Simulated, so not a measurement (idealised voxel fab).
voxel lift off: a process module
Section cut is 250 nm wide and gridded with 5 nm square cells.
Heads up, the way a cross-section reads in here is a grid of square cells, handed over as bands from the top down, with every band being one or more rows of cells. For a band, the entry starts with two heights in nm, that of the top and then that of the bottom, and carries on with the band's materials in order from left to right, each alongside its width in nm; the word "throughout" beside a single material means it fills the band edge to edge, and "air" means empty space. Heights are measured from 0, the level below which the as-received wafer is all one material; the lowest band has no bottom and continues downward, written as in "top 0, no bottom". Top row gets the first number, bottom row gets the second, and each row in between changes by the same step: that is how a band width like "30..40" works. Step note "nothing different" = no cross-section cell changed. Reported under the label "Closed cavity list" are the empty spaces having no open way to the top and comprising 8 cells or more; the notation for each is width x height at distance, in which the distance is measured from the left edge and all three values are in nm. Post-settings text on a step line: simulator's own remark regarding the step. The optional step-line setting "overlay nm" applies to steps with a mask and quantifies how far to the right of its planned location the mask lay, a negative value indicating leftward placement.

[plan]
step 1: op RECEIVE | material Si
step 2: op CONFORMAL_DEP | material SiN | thk nm 5
step 3: op PATTERN | tone open | mask id LINES | material resist | width nm 20 | pitch nm 50 | thk nm 20 | overlay nm 0
step 4: op DIRECTIONAL_DEP | material Ru | thk nm 10
step 5: op STRIP | etch materials resist
step 6: op CONFORMAL_DEP | material SiCN | thk nm 5
It is noted that the wafers described herein are identical at the outset and are distinguished by the thk nm of step 2; the value stated in the plan corresponds to the first wafer.

[As-received cross-section, first of several wafers, post step 1]
> top 0, no bottom | Si throughout
> Closed cavity list: none

[Row per wafer, end-of-module: cell gain (+)/loss (-) by material since the wafer came in, then closed voids]
thk nm 5 | +16 Ru | +58 SiCN | +50 SiN | Closed cavity list: none
thk nm 10 | +16 Ru | +58 SiCN | +100 SiN | Closed cavity list: none
thk nm 15 | +16 Ru | +58 SiCN | +150 SiN | Closed cavity list: none
thk nm 20 | +16 Ru | +58 SiCN | +200 SiN | Closed cavity list: none
thk nm 25 | +16 Ru | +58 SiCN | +250 SiN | Closed cavity list: none
thk nm 30 | +16 Ru | +58 SiCN | +300 SiN | Closed cavity list: none
